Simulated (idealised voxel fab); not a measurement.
Herein follows the process module entitled voxel wiring stack.
Pictured: cross-section cut, 230 nm wide, on a grid of 5 nm square cells.
Cross-section format: a grid of square cells, given as bands from top to bottom; each band is one or more rows of cells. Top, bottom (nm), then materials left to right with widths (nm); lone material tagged "everywhere" fills the whole band edge to edge; "air" = empty space. Heads up on the height convention: 0 is the point under which the incoming wafer is all one material, and the lowest band has no bottom, it just keeps going down, like "0..down". Top row gets the first number, bottom row gets the second, and each row in between changes by the same step: that is how a band width like "30..40" works. Reading "no change" for a step: not a cell of the cross-section changed in it. This entry, "Enclosed void listing", enumerates those empty regions of no fewer than 8 cells that possess no open connection to the top. Each region is reported in the form width x height at distance, the distance being taken from the left edge, with all three quantities expressed in nm. after a step's settings: what the simulator itself notes on the step. overlay nm: where the mask lay relative to plan, measured to the right, on steps with a mask; negatives go left. Layout of what follows: cross-section pairs, each bracketing one process step, the after cross-section shown only to the lowest band that changed, the step between and its settings noted under each pair. Pairs may originate in different runs of this module on the same starting wafer; a pair continues from the pair above only where its entry headed "Snapshot before" says so.
-- Snapshot before
* 0..down  Si everywhere
* Enclosed void listing: none
-- Step Result
* 15..0  SiO2 everywhere
* Note: structure below 0 unchanged.
* Enclosed void listing: none
The before and after cross-sections above are linked by CONFORMAL_DEP, material SiO2, thk nm 15
Snapshot before: The initial state for this step is given by the after cross-section of the immediately preceding pair.
-- Step Result
* 20..15  SiCN everywhere
* Note: structure below 15 unchanged.
* Enclosed void listing: none
The before and after cross-sections above are linked by CONFORMAL_DEP, material SiCN, thk nm 5
Snapshot before: The initial state for this step is given by the after cross-section of the immediately preceding pair.
-- Step Result
* 45..20  SiO2 everywhere
* Note: structure below 20 unchanged.
* Enclosed void listing: none
The before and after cross-sections above are linked by DIRECTIONAL_DEP, material SiO2, thk nm 25
Snapshot before: The initial state for this step is given by the after cross-section of the immediately preceding pair.
-- Step Result
* 55..45  aC everywhere
* Note: structure below 45 unchanged.
* Enclosed void listing: none
The before and after cross-sections above are linked by DIRECTIONAL_DEP, material aC, thk nm 10
Snapshot before: The initial state for this step is given by the after cross-section of the immediately preceding pair.
-- Step Result
* 80..55  resist 25 nm / air 25 nm / resist 25 nm / air 25 nm / resist 25 nm / air 25 nm / resist 25 nm / air 25 nm / resist 30 nm
* Note: structure below 55 unchanged.
* Enclosed void listing: none
The before and after cross-sections above are linked by PATTERN, tone open, mask id METAL_1, material resist, width nm 25, pitch nm 50, thk nm 25, overlay nm 0
Snapshot before: The initial state for this step is given by the after cross-section of the immediately preceding pair.
-- Step Result
* 70..55  resist 25 nm / air 25 nm / resist 25 nm / air 25 nm / resist 25 nm / air 25 nm / resist 25 nm / air 25 nm / resist 30 nm
* 55..45  aC 25 nm / air 25 nm / aC 25 nm / air 25 nm / aC 25 nm / air 25 nm / aC 25 nm / air 25 nm / aC 30 nm
* Note: structure below 45 unchanged.
* Enclosed void listing: none
The before and after cross-sections above are linked by DIRECTIONAL_ETCH, etch materials aC, depth nm 10
Snapshot before: The initial state for this step is given by the after cross-section of the immediately preceding pair.
-- Step Result
* 55..45  aC 25 nm / air 25 nm / aC 25 nm / air 25 nm / aC 25 nm / air 25 nm / aC 25 nm / air 25 nm / aC 30 nm
* Note: structure below 45 unchanged.
* Enclosed void listing: none
The before and after cross-sections above are linked by STRIP, etch materials resist
Snapshot before: The initial state for this step is given by the after cross-section of the immediately preceding pair.
-- Step Result
* 55..45  aC 25 nm / air 25 nm / aC 25 nm / air 25 nm / aC 25 nm / air 25 nm / aC 25 nm / air 25 nm / aC 30 nm
* 45..20  SiO2 25 nm / air 25 nm / SiO2 25 nm / air 25 nm / SiO2 25 nm / air 25 nm / SiO2 25 nm / air 25 nm / SiO2 30 nm
* Note: structure below 20 unchanged.
* Enclosed void listing: none
The before and after cross-sections above are linked by DIRECTIONAL_ETCH, etch materials SiO2, depth nm 25
Snapshot before: The initial state for this step is given by the after cross-section of the immediately preceding pair.
-- Step Result
* 55..45  aC 25 nm / air 25 nm / aC 25 nm / air 25 nm / aC 25 nm / air 25 nm / aC 25 nm / air 25 nm / aC 30 nm
* 45..20  SiO2 25 nm / air 25 nm / SiO2 25 nm / air 25 nm / SiO2 25 nm / air 25 nm / SiO2 25 nm / air 25 nm / SiO2 30 nm
* 20..15  SiCN 25 nm / air 25 nm / SiCN 25 nm / air 25 nm / SiCN 25 nm / air 25 nm / SiCN 25 nm / air 25 nm / SiCN 30 nm
* Note: structure below 15 unchanged.
* Enclosed void listing: none
The before and after cross-sections above are linked by DIRECTIONAL_ETCH, etch materials SiCN, depth nm 5
Snapshot before: The initial state for this step is given by the after cross-section of the immediately preceding pair.
-- Step Result
* 45..20  SiO2 25 nm / air 25 nm / SiO2 25 nm / air 25 nm / SiO2 25 nm / air 25 nm / SiO2 25 nm / air 25 nm / SiO2 30 nm
* Note: structure below 20 unchanged.
* Enclosed void listing: none
The before and after cross-sections above are linked by STRIP, etch materials aC
Snapshot before: The initial state for this step is given by the after cross-section of the immediately preceding pair.
-- Step Result
* 50..45  TiN 30 nm / air 15 nm / TiN 35 nm / air 15 nm / TiN 35 nm / air 15 nm / TiN 35 nm / air 15 nm / TiN 35 nm
* 45..20  SiO2 25 nm / TiN 5 nm / air 15 nm / TiN 5 nm / SiO2 25 nm / TiN 5 nm / air 15 nm / TiN 5 nm / SiO2 25 nm / TiN 5 nm / air 15 nm / TiN 5 nm / SiO2 25 nm / TiN 5 nm / air 15 nm / TiN 5 nm / SiO2 30 nm
* 20..15  SiCN 25 nm / TiN 25 nm / SiCN 25 nm / TiN 25 nm / SiCN 25 nm / TiN 25 nm / SiCN 25 nm / TiN 25 nm / SiCN 30 nm
* Note: structure below 15 unchanged.
* Enclosed void listing: none
The before and after cross-sections above are linked by CONFORMAL_DEP, material TiN, thk nm 5
Snapshot before: The initial state for this step is given by the after cross-section of the immediately preceding pair.
-- Step Result
* 55..50  W everywhere
* 50..45  TiN 30 nm / W 15 nm / TiN 35 nm / W 15 nm / TiN 35 nm / W 15 nm / TiN 35 nm / W 15 nm / TiN 35 nm
* 45..20  SiO2 25 nm / TiN 5 nm / W 15 nm / TiN 5 nm / SiO2 25 nm / TiN 5 nm / W 15 nm / TiN 5 nm / SiO2 25 nm / TiN 5 nm / W 15 nm / TiN 5 nm / SiO2 25 nm / TiN 5 nm / W 15 nm / TiN 5 nm / SiO2 30 nm
* Note: structure below 20 unchanged.
* Enclosed void listing: none
The before and after cross-sections above are linked by FILL_DEP, material W, thk nm 5
Snapshot before: The initial state for this step is given by the after cross-section of the immediately preceding pair.
-- Step Result
* 45..20  SiO2 25 nm / TiN 5 nm / W 15 nm / TiN 5 nm / SiO2 25 nm / TiN 5 nm / W 15 nm / TiN 5 nm / SiO2 25 nm / TiN 5 nm / W 15 nm / TiN 5 nm / SiO2 25 nm / TiN 5 nm / W 15 nm / TiN 5 nm / SiO2 30 nm
* Note: structure below 20 unchanged.
* Enclosed void listing: none
The before and after cross-sections above are linked by CMP, height nm 45
Snapshot before: The initial state for this step is given by the after cross-section of the immediately preceding pair.
-- Step Result
* 50..45  SiCN everywhere
* Note: structure below 45 unchanged.
* Enclosed void listing: none
The before and after cross-sections above are linked by CONFORMAL_DEP, material SiCN, thk nm 5
Snapshot before: The initial state for this step is given by the after cross-section of the immediately preceding pair.
-- Step Result
* 65..50  lowk everywhere
* Note: structure below 50 unchanged.
* Enclosed void listing: none
The before and after cross-sections above are linked by DIRECTIONAL_DEP, material lowk, thk nm 15
Snapshot before: The initial state for this step is given by the after cross-section of the immediately preceding pair.
-- Step Result
* 80..65  aC everywhere
* Note: structure below 65 unchanged.
* Enclosed void listing: none
The before and after cross-sections above are linked by DIRECTIONAL_DEP, material aC, thk nm 15
Snapshot before: The initial state for this step is given by the after cross-section of the immediately preceding pair.
-- Step Result
* 115..80  resist 25 nm / air 15 nm / resist 85 nm / air 15 nm / resist 90 nm
* Note: structure below 80 unchanged.
* Enclosed void listing: none
The before and after cross-sections above are linked by PATTERN, tone open, mask id PLUG_1, material resist, width nm 15, pitch nm 100, thk nm 35, overlay nm 0
Snapshot before: The initial state for this step is given by the after cross-section of the immediately preceding pair.
-- Step Result
* 100..80  resist 25 nm / air 15 nm / resist 85 nm / air 15 nm / resist 90 nm
* 80..65  aC 25 nm / air 15 nm / aC 85 nm / air 15 nm / aC 90 nm
* Note: structure below 65 unchanged.
* Enclosed void listing: none
The before and after cross-sections above are linked by DIRECTIONAL_ETCH, etch materials aC, depth nm 15
Snapshot before: The initial state for this step is given by the after cross-section of the immediately preceding pair.
-- Step Result
* 80..65  aC 25 nm / air 15 nm / aC 85 nm / air 15 nm / aC 90 nm
* Note: structure below 65 unchanged.
* Enclosed void listing: none
The before and after cross-sections above are linked by STRIP, etch materials resist
Snapshot before: The initial state for this step is given by the after cross-section of the immediately preceding pair.
-- Step Result
* 80..65  aC 25 nm / air 15 nm / aC 85 nm / air 15 nm / aC 90 nm
* 65..50  lowk 25 nm / air 15 nm / lowk 85 nm / air 15 nm / lowk 90 nm
* Note: structure below 50 unchanged.
* Enclosed void listing: none
The before and after cross-sections above are linked by DIRECTIONAL_ETCH, etch materials lowk, depth nm 15
Snapshot before: The initial state for this step is given by the after cross-section of the immediately preceding pair.
-- Step Result
* 80..65  aC 25 nm / air 15 nm / aC 85 nm / air 15 nm / aC 90 nm
* 65..50  lowk 25 nm / air 15 nm / lowk 85 nm / air 15 nm / lowk 90 nm
* 50..45  SiCN 25 nm / air 15 nm / SiCN 85 nm / air 15 nm / SiCN 90 nm
* Note: structure below 45 unchanged.
* Enclosed void listing: none
The before and after cross-sections above are linked by DIRECTIONAL_ETCH, etch materials SiCN, depth nm 5
Snapshot before: The initial state for this step is given by the after cross-section of the immediately preceding pair.
-- Step Result
* 65..50  lowk 25 nm / air 15 nm / lowk 85 nm / air 15 nm / lowk 90 nm
* Note: structure below 50 unchanged.
* Enclosed void listing: none
The before and after cross-sections above are linked by STRIP, etch materials aC
Snapshot before: The initial state for this step is given by the after cross-section of the immediately preceding pair.
-- Step Result
* 65..55  lowk 25 nm / air 15 nm / lowk 85 nm / air 15 nm / lowk 90 nm
* 55..50  lowk 25 nm / Ru 15 nm / lowk 85 nm / Ru 15 nm / lowk 90 nm
* 50..45  SiCN 25 nm / Ru 15 nm / SiCN 85 nm / Ru 15 nm / SiCN 90 nm
* Note: structure below 45 unchanged.
* Enclosed void listing: none
The before and after cross-sections above are linked by EPI, material Ru, thk nm 10
Snapshot before: The initial state for this step is given by the after cross-section of the immediately preceding pair.
-- Step Result
* 65..50  lowk 25 nm / Ru 15 nm / lowk 85 nm / Ru 15 nm / lowk 90 nm
* Note: structure below 50 unchanged.
* Enclosed void listing: none
The before and after cross-sections above are linked by EPI, material Ru, thk nm 10
Snapshot before: The initial state for this step is given by the after cross-section of the immediately preceding pair.
-- Step Result
* 70..65  SiN everywhere
* Note: structure below 65 unchanged.
* Enclosed void listing: none
The before and after cross-sections above are linked by CONFORMAL_DEP, material SiN, thk nm 5
Snapshot before: The initial state for this step is given by the after cross-section of the immediately preceding pair.
-- Step Result
* 90..70  SiO2 everywhere
* Note: structure below 70 unchanged.
* Enclosed void listing: none
The before and after cross-sections above are linked by DIRECTIONAL_DEP, material SiO2, thk nm 20
Snapshot before: The initial state for this step is given by the after cross-section of the immediately preceding pair.
-- Step Result
* 90..70  SiO2 25 nm / air 25 nm / SiO2 25 nm / air 25 nm / SiO2 25 nm / air 25 nm / SiO2 25 nm / air 25 nm / SiO2 30 nm
* Note: structure below 70 unchanged.
* Enclosed void listing: none
The before and after cross-sections above are linked by MASKED_ETCH, tone open, mask id METAL_2, width nm 25, pitch nm 50, etch materials SiO2, depth nm 20, overlay nm 0
Snapshot before: The initial state for this step is given by the after cross-section of the immediately preceding pair.
-- Step Result
* 90..70  SiO2 25 nm / air 25 nm / SiO2 25 nm / air 25 nm / SiO2 25 nm / air 25 nm / SiO2 25 nm / air 25 nm / SiO2 30 nm
* 70..65  SiN 25 nm / air 25 nm / SiN 25 nm / air 25 nm / SiN 25 nm / air 25 nm / SiN 25 nm / air 25 nm / SiN 30 nm
* Note: structure below 65 unchanged.
* Enclosed void listing: none
The before and after cross-sections above are linked by MASKED_ETCH, tone open, mask id METAL_2, width nm 25, pitch nm 50, etch materials SiN, depth nm 5, overlay nm 0
Snapshot before: The initial state for this step is given by the after cross-section of the immediately preceding pair.
-- Step Result
* 95..90  TiN 30 nm / air 15 nm / TiN 35 nm / air 15 nm / TiN 35 nm / air 15 nm / TiN 35 nm / air 15 nm / TiN 35 nm
* 90..70  SiO2 25 nm / TiN 5 nm / air 15 nm / TiN 5 nm / SiO2 25 nm / TiN 5 nm / air 15 nm / TiN 5 nm / SiO2 25 nm / TiN 5 nm / air 15 nm / TiN 5 nm / SiO2 25 nm / TiN 5 nm / air 15 nm / TiN 5 nm / SiO2 30 nm
* 70..65  SiN 25 nm / TiN 25 nm / SiN 25 nm / TiN 25 nm / SiN 25 nm / TiN 25 nm / SiN 25 nm / TiN 25 nm / SiN 30 nm
* Note: structure below 65 unchanged.
* Enclosed void listing: none
The before and after cross-sections above are linked by CONFORMAL_DEP, material TiN, thk nm 5
Snapshot before: The initial state for this step is given by the after cross-section of the immediately preceding pair.
-- Step Result
* 105..95  Cu everywhere
* 95..90  TiN 30 nm / Cu 15 nm / TiN 35 nm / Cu 15 nm / TiN 35 nm / Cu 15 nm / TiN 35 nm / Cu 15 nm / TiN 35 nm
* 90..70  SiO2 25 nm / TiN 5 nm / Cu 15 nm / TiN 5 nm / SiO2 25 nm / TiN 5 nm / Cu 15 nm / TiN 5 nm / SiO2 25 nm / TiN 5 nm / Cu 15 nm / TiN 5 nm / SiO2 25 nm / TiN 5 nm / Cu 15 nm / TiN 5 nm / SiO2 30 nm
* Note: structure below 70 unchanged.
* Enclosed void listing: none
The before and after cross-sections above are linked by FILL_DEP, material Cu, thk nm 10
Snapshot before: The initial state for this step is given by the after cross-section of the immediately preceding pair.
-- Step Result
* 90..70  SiO2 25 nm / TiN 5 nm / Cu 15 nm / TiN 5 nm / SiO2 25 nm / TiN 5 nm / Cu 15 nm / TiN 5 nm / SiO2 25 nm / TiN 5 nm / Cu 15 nm / TiN 5 nm / SiO2 25 nm / TiN 5 nm / Cu 15 nm / TiN 5 nm / SiO2 30 nm
* Note: structure below 70 unchanged.
* Enclosed void listing: none
The before and after cross-sections above are linked by CMP, height nm 90
Snapshot before: The initial state for this step is given by the after cross-section of the immediately preceding pair.
-- Step Result
* 95..90  SiCN everywhere
* Note: structure below 90 unchanged.
* Enclosed void listing: none
The before and after cross-sections above are linked by CONFORMAL_DEP, material SiCN, thk nm 5
Snapshot before: The initial state for this step is given by the after cross-section of the immediately preceding pair.
-- Step Result
* 105..95  SiO2 everywhere
* Note: structure below 95 unchanged.
* Enclosed void listing: none
The before and after cross-sections above are linked by DIRECTIONAL_DEP, material SiO2, thk nm 10
Snapshot before: The initial state for this step is given by the after cross-section of the immediately preceding pair.
-- Step Result
* 120..105  aC everywhere
* Note: structure below 105 unchanged.
* Enclosed void listing: none
The before and after cross-sections above are linked by DIRECTIONAL_DEP, material aC, thk nm 15
Snapshot before: The initial state for this step is given by the after cross-section of the immediately preceding pair.
-- Step Result
* 150..120  resist 25 nm / air 15 nm / resist 85 nm / air 15 nm / resist 90 nm
* Note: structure below 120 unchanged.
* Enclosed void listing: none
The before and after cross-sections above are linked by PATTERN, tone open, mask id PLUG_2, material resist, width nm 15, pitch nm 100, thk nm 30, overlay nm 0
Snapshot before: The initial state for this step is given by the after cross-section of the immediately preceding pair.
-- Step Result
* 135..120  resist 25 nm / air 15 nm / resist 85 nm / air 15 nm / resist 90 nm
* 120..105  aC 25 nm / air 15 nm / aC 85 nm / air 15 nm / aC 90 nm
* Note: structure below 105 unchanged.
* Enclosed void listing: none
The before and after cross-sections above are linked by DIRECTIONAL_ETCH, etch materials aC, depth nm 15
Snapshot before: The initial state for this step is given by the after cross-section of the immediately preceding pair.
-- Step Result
* 120..105  aC 25 nm / air 15 nm / aC 85 nm / air 15 nm / aC 90 nm
* Note: structure below 105 unchanged.
* Enclosed void listing: none
The before and after cross-sections above are linked by STRIP, etch materials resist
Snapshot before: The initial state for this step is given by the after cross-section of the immediately preceding pair.
-- Step Result
* 120..105  aC 25 nm / air 15 nm / aC 85 nm / air 15 nm / aC 90 nm
* 105..95  SiO2 25 nm / air 15 nm / SiO2 85 nm / air 15 nm / SiO2 90 nm
* Note: structure below 95 unchanged.
* Enclosed void listing: none
The before and after cross-sections above are linked by DIRECTIONAL_ETCH, etch materials SiO2, depth nm 10
Snapshot before: The initial state for this step is given by the after cross-section of the immediately preceding pair.
-- Step Result
* 120..105  aC 25 nm / air 15 nm / aC 85 nm / air 15 nm / aC 90 nm
* 105..95  SiO2 25 nm / air 15 nm / SiO2 85 nm / air 15 nm / SiO2 90 nm
* 95..90  SiCN 25 nm / air 15 nm / SiCN 85 nm / air 15 nm / SiCN 90 nm
* Note: structure below 90 unchanged.
* Enclosed void listing: none
The before and after cross-sections above are linked by DIRECTIONAL_ETCH, etch materials SiCN, depth nm 5
Snapshot before: The initial state for this step is given by the after cross-section of the immediately preceding pair.
-- Step Result
* 105..95  SiO2 25 nm / air 15 nm / SiO2 85 nm / air 15 nm / SiO2 90 nm
* Note: structure below 95 unchanged.
* Enclosed void listing: none
The before and after cross-sections above are linked by STRIP, etch materials aC
Snapshot before: The initial state for this step is given by the after cross-section of the immediately preceding pair.
-- Step Result
* 110..105  TiN 30 nm / air 5 nm / TiN 95 nm / air 5 nm / TiN 95 nm
* 105..95  SiO2 25 nm / TiN 5 nm / air 5 nm / TiN 5 nm / SiO2 85 nm / TiN 5 nm / air 5 nm / TiN 5 nm / SiO2 90 nm
* 95..90  SiCN 25 nm / TiN 15 nm / SiCN 85 nm / TiN 15 nm / SiCN 90 nm
* Note: structure below 90 unchanged.
* Enclosed void listing: none
The before and after cross-sections above are linked by CONFORMAL_DEP, material TiN, thk nm 5
Snapshot before: The initial state for this step is given by the after cross-section of the immediately preceding pair.
-- Step Result
* 115..110  Ru everywhere
* 110..105  TiN 30 nm / Ru 5 nm / TiN 95 nm / Ru 5 nm / TiN 95 nm
* 105..95  SiO2 25 nm / TiN 5 nm / Ru 5 nm / TiN 5 nm / SiO2 85 nm / TiN 5 nm / Ru 5 nm / TiN 5 nm / SiO2 90 nm
* Note: structure below 95 unchanged.
* Enclosed void listing: none
The before and after cross-sections above are linked by FILL_DEP, material Ru, thk nm 5
Snapshot before: The initial state for this step is given by the after cross-section of the immediately preceding pair.
-- Step Result
* 105..95  SiO2 25 nm / TiN 5 nm / Ru 5 nm / TiN 5 nm / SiO2 85 nm / TiN 5 nm / Ru 5 nm / TiN 5 nm / SiO2 90 nm
* Note: structure below 95 unchanged.
* Enclosed void listing: none
The before and after cross-sections above are linked by CMP, height nm 105
Snapshot before: The initial state for this step is given by the after cross-section of the immediately preceding pair.
-- Step Result
* 110..105  TiN everywhere
* Note: structure below 105 unchanged.
* Enclosed void listing: none
The before and after cross-sections above are linked by DIRECTIONAL_DEP, material TiN, thk nm 5
Snapshot before: The initial state for this step is given by the after cross-section of the immediately preceding pair.
-- Step Result
* 135..110  Ru everywhere
* Note: structure below 110 unchanged.
* Enclosed void listing: none
The before and after cross-sections above are linked by DIRECTIONAL_DEP, material Ru, thk nm 25
Snapshot before: The initial state for this step is given by the after cross-section of the immediately preceding pair.
-- Step Result
* 145..135  aC everywhere
* Note: structure below 135 unchanged.
* Enclosed void listing: none
The before and after cross-sections above are linked by DIRECTIONAL_DEP, material aC, thk nm 10
Snapshot before: The initial state for this step is given by the after cross-section of the immediately preceding pair.
-- Step Result
* 175..145  air 25 nm / resist 25 nm / air 25 nm / resist 25 nm / air 25 nm / resist 25 nm / air 25 nm / resist 25 nm / air 30 nm
* Note: structure below 145 unchanged.
* Enclosed void listing: none
The before and after cross-sections above are linked by PATTERN, tone cover, mask id METAL_3, material resist, width nm 25, pitch nm 50, thk nm 30, overlay nm 0
Snapshot before: The initial state for this step is given by the after cross-section of the immediately preceding pair.
-- Step Result
* 165..145  air 25 nm / resist 25 nm / air 25 nm / resist 25 nm / air 25 nm / resist 25 nm / air 25 nm / resist 25 nm / air 30 nm
* 145..135  air 25 nm / aC 25 nm / air 25 nm / aC 25 nm / air 25 nm / aC 25 nm / air 25 nm / aC 25 nm / air 30 nm
* Note: structure below 135 unchanged.
* Enclosed void listing: none
The before and after cross-sections above are linked by DIRECTIONAL_ETCH, etch materials aC, depth nm 10
Snapshot before: The initial state for this step is given by the after cross-section of the immediately preceding pair.
-- Step Result
* 145..135  air 25 nm / aC 25 nm / air 25 nm / aC 25 nm / air 25 nm / aC 25 nm / air 25 nm / aC 25 nm / air 30 nm
* Note: structure below 135 unchanged.
* Enclosed void listing: none
The before and after cross-sections above are linked by STRIP, etch materials resist
Snapshot before: The initial state for this step is given by the after cross-section of the immediately preceding pair.
-- Step Result
* 145..135  air 25 nm / aC 25 nm / air 25 nm / aC 25 nm / air 25 nm / aC 25 nm / air 25 nm / aC 25 nm / air 30 nm
* 135..110  air 25 nm / Ru 25 nm / air 25 nm / Ru 25 nm / air 25 nm / Ru 25 nm / air 25 nm / Ru 25 nm / air 30 nm
* Note: structure below 110 unchanged.
* Enclosed void listing: none
The before and after cross-sections above are linked by DIRECTIONAL_ETCH, etch materials Ru, depth nm 25
Snapshot before: The initial state for this step is given by the after cross-section of the immediately preceding pair.
-- Step Result
* 145..135  air 25 nm / aC 25 nm / air 25 nm / aC 25 nm / air 25 nm / aC 25 nm / air 25 nm / aC 25 nm / air 30 nm
* 135..110  air 25 nm / Ru 25 nm / air 25 nm / Ru 25 nm / air 25 nm / Ru 25 nm / air 25 nm / Ru 25 nm / air 30 nm
* 110..105  air 25 nm / TiN 25 nm / air 25 nm / TiN 25 nm / air 25 nm / TiN 25 nm / air 25 nm / TiN 25 nm / air 30 nm
* Note: structure below 105 unchanged.
* Enclosed void listing: none
The before and after cross-sections above are linked by DIRECTIONAL_ETCH, etch materials TiN, depth nm 5
Snapshot before: The initial state for this step is given by the after cross-section of the immediately preceding pair.
-- Step Result
* 135..110  air 25 nm / Ru 25 nm / air 25 nm / Ru 25 nm / air 25 nm / Ru 25 nm / air 25 nm / Ru 25 nm / air 30 nm
* Note: structure below 110 unchanged.
* Enclosed void listing: none
The before and after cross-sections above are linked by STRIP, etch materials aC
Snapshot before: The initial state for this step is given by the after cross-section of the immediately preceding pair.
-- Step Result
* 140..135  air 20 nm / SiCN 35 nm / air 15 nm / SiCN 35 nm / air 15 nm / SiCN 35 nm / air 15 nm / SiCN 35 nm / air 25 nm
* 135..110  air 20 nm / SiCN 5 nm / Ru 25 nm / SiCN 5 nm / air 15 nm / SiCN 5 nm / Ru 25 nm / SiCN 5 nm / air 15 nm / SiCN 5 nm / Ru 25 nm / SiCN 5 nm / air 15 nm / SiCN 5 nm / Ru 25 nm / SiCN 5 nm / air 25 nm
* 110..105  SiCN 25 nm / TiN 25 nm / SiCN 25 nm / TiN 25 nm / SiCN 25 nm / TiN 25 nm / SiCN 25 nm / TiN 25 nm / SiCN 30 nm
* Note: structure below 105 unchanged.
* Enclosed void listing: none
The before and after cross-sections above are linked by CONFORMAL_DEP, material SiCN, thk nm 5
Snapshot before: The initial state for this step is given by the after cross-section of the immediately preceding pair.
-- Step Result
* 150..140  SiO2 everywhere
* 140..135  SiO2 20 nm / SiCN 35 nm / SiO2 15 nm / SiCN 35 nm / SiO2 15 nm / SiCN 35 nm / SiO2 15 nm / SiCN 35 nm / SiO2 25 nm
* 135..110  SiO2 20 nm / SiCN 5 nm / Ru 25 nm / SiCN 5 nm / SiO2 15 nm / SiCN 5 nm / Ru 25 nm / SiCN 5 nm / SiO2 15 nm / SiCN 5 nm / Ru 25 nm / SiCN 5 nm / SiO2 15 nm / SiCN 5 nm / Ru 25 nm / SiCN 5 nm / SiO2 25 nm
* Note: structure below 110 unchanged.
* Enclosed void listing: none
The before and after cross-sections above are linked by FILL_DEP, material SiO2, thk nm 10
Snapshot before: The initial state for this step is given by the after cross-section of the immediately preceding pair.
-- Step Result
* 135..110  SiO2 20 nm / SiCN 5 nm / Ru 25 nm / SiCN 5 nm / SiO2 15 nm / SiCN 5 nm / Ru 25 nm / SiCN 5 nm / SiO2 15 nm / SiCN 5 nm / Ru 25 nm / SiCN 5 nm / SiO2 15 nm / SiCN 5 nm / Ru 25 nm / SiCN 5 nm / SiO2 25 nm
* Note: structure below 110 unchanged.
* Enclosed void listing: none
The before and after cross-sections above are linked by CMP, height nm 135
Snapshot before: The initial state for this step is given by the after cross-section of the immediately preceding pair.
-- Step Result
* 140..135  SiCN everywhere
* Note: structure below 135 unchanged.
* Enclosed void listing: none
The before and after cross-sections above are linked by CONFORMAL_DEP, material SiCN, thk nm 5
Snapshot before: The initial state for this step is given by the after cross-section of the immediately preceding pair.
-- Step Result
* 150..140  lowk everywhere
* Note: structure below 140 unchanged.
* Enclosed void listing: none
The before and after cross-sections above are linked by DIRECTIONAL_DEP, material lowk, thk nm 10
Snapshot before: The initial state for this step is given by the after cross-section of the immediately preceding pair.
-- Step Result
* 170..150  resist 25 nm / air 15 nm / resist 85 nm / air 15 nm / resist 90 nm
* Note: structure below 150 unchanged.
* Enclosed void listing: none
The before and after cross-sections above are linked by PATTERN, tone open, mask id PLUG_3, material resist, width nm 15, pitch nm 100, thk nm 20, overlay nm 0
Snapshot before: The initial state for this step is given by the after cross-section of the immediately preceding pair.
-- Step Result
* 170..150  resist 25 nm / air 15 nm / resist 85 nm / air 15 nm / resist 90 nm
* 150..140  lowk 25 nm / air 15 nm / lowk 85 nm / air 15 nm / lowk 90 nm
* Note: structure below 140 unchanged.
* Enclosed void listing: none
The before and after cross-sections above are linked by DIRECTIONAL_ETCH, etch materials lowk, depth nm 10
Snapshot before: The initial state for this step is given by the after cross-section of the immediately preceding pair.
-- Step Result
* 170..150  resist 25 nm / air 15 nm / resist 85 nm / air 15 nm / resist 90 nm
* 150..140  lowk 25 nm / air 15 nm / lowk 85 nm / air 15 nm / lowk 90 nm
* 140..135  SiCN 25 nm / air 15 nm / SiCN 85 nm / air 15 nm / SiCN 90 nm
* Note: structure below 135 unchanged.
* Enclosed void listing: none
The before and after cross-sections above are linked by DIRECTIONAL_ETCH, etch materials SiCN, depth nm 5
Snapshot before: The initial state for this step is given by the after cross-section of the immediately preceding pair.
-- Step Result
* 150..140  lowk 25 nm / air 15 nm / lowk 85 nm / air 15 nm / lowk 90 nm
* Note: structure below 140 unchanged.
* Enclosed void listing: none
The before and after cross-sections above are linked by STRIP, etch materials resist
Snapshot before: The initial state for this step is given by the after cross-section of the immediately preceding pair.
-- Step Result
* 155..150  TiN 30 nm / air 5 nm / TiN 95 nm / air 5 nm / TiN 95 nm
* 150..140  lowk 25 nm / TiN 5 nm / air 5 nm / TiN 5 nm / lowk 85 nm / TiN 5 nm / air 5 nm / TiN 5 nm / lowk 90 nm
* 140..135  SiCN 25 nm / TiN 15 nm / SiCN 85 nm / TiN 15 nm / SiCN 90 nm
* Note: structure below 135 unchanged.
* Enclosed void listing: none
The before and after cross-sections above are linked by CONFORMAL_DEP, material TiN, thk nm 5
Snapshot before: The initial state for this step is given by the after cross-section of the immediately preceding pair.
-- Step Result
* 160..155  Ru everywhere
* 155..150  TiN 30 nm / Ru 5 nm / TiN 95 nm / Ru 5 nm / TiN 95 nm
* 150..140  lowk 25 nm / TiN 5 nm / Ru 5 nm / TiN 5 nm / lowk 85 nm / TiN 5 nm / Ru 5 nm / TiN 5 nm / lowk 90 nm
* Note: structure below 140 unchanged.
* Enclosed void listing: none
The before and after cross-sections above are linked by FILL_DEP, material Ru, thk nm 5
Snapshot before: The initial state for this step is given by the after cross-section of the immediately preceding pair.
-- Step Result
* 150..140  lowk 25 nm / TiN 5 nm / Ru 5 nm / TiN 5 nm / lowk 85 nm / TiN 5 nm / Ru 5 nm / TiN 5 nm / lowk 90 nm
* Note: structure below 140 unchanged.
* Enclosed void listing: none
The before and after cross-sections above are linked by CMP, height nm 150
Snapshot before: The initial state for this step is given by the after cross-section of the immediately preceding pair.
-- Step Result
* 155..150  TiN everywhere
* Note: structure below 150 unchanged.
* Enclosed void listing: none
The before and after cross-sections above are linked by DIRECTIONAL_DEP, material TiN, thk nm 5
Snapshot before: The initial state for this step is given by the after cross-section of the immediately preceding pair.
-- Step Result
* 175..155  W everywhere
* Note: structure below 155 unchanged.
* Enclosed void listing: none
The before and after cross-sections above are linked by DIRECTIONAL_DEP, material W, thk nm 20
Snapshot before: The initial state for this step is given by the after cross-section of the immediately preceding pair.
-- Step Result
* 195..175  air 25 nm / resist 25 nm / air 25 nm / resist 25 nm / air 25 nm / resist 25 nm / air 25 nm / resist 25 nm / air 30 nm
* Note: structure below 175 unchanged.
* Enclosed void listing: none
The before and after cross-sections above are linked by PATTERN, tone cover, mask id METAL_4, material resist, width nm 25, pitch nm 50, thk nm 20, overlay nm 0
Snapshot before: The initial state for this step is given by the after cross-section of the immediately preceding pair.
-- Step Result
* 195..175  air 25 nm / resist 25 nm / air 25 nm / resist 25 nm / air 25 nm / resist 25 nm / air 25 nm / resist 25 nm / air 30 nm
* 175..155  air 25 nm / W 25 nm / air 25 nm / W 25 nm / air 25 nm / W 25 nm / air 25 nm / W 25 nm / air 30 nm
* Note: structure below 155 unchanged.
* Enclosed void listing: none
The before and after cross-sections above are linked by DIRECTIONAL_ETCH, etch materials W, depth nm 20
Snapshot before: The initial state for this step is given by the after cross-section of the immediately preceding pair.
-- Step Result
* 195..175  air 25 nm / resist 25 nm / air 25 nm / resist 25 nm / air 25 nm / resist 25 nm / air 25 nm / resist 25 nm / air 30 nm
* 175..155  air 25 nm / W 25 nm / air 25 nm / W 25 nm / air 25 nm / W 25 nm / air 25 nm / W 25 nm / air 30 nm
* 155..150  air 25 nm / TiN 25 nm / air 25 nm / TiN 25 nm / air 25 nm / TiN 25 nm / air 25 nm / TiN 25 nm / air 30 nm
* Note: structure below 150 unchanged.
* Enclosed void listing: none
The before and after cross-sections above are linked by DIRECTIONAL_ETCH, etch materials TiN, depth nm 5
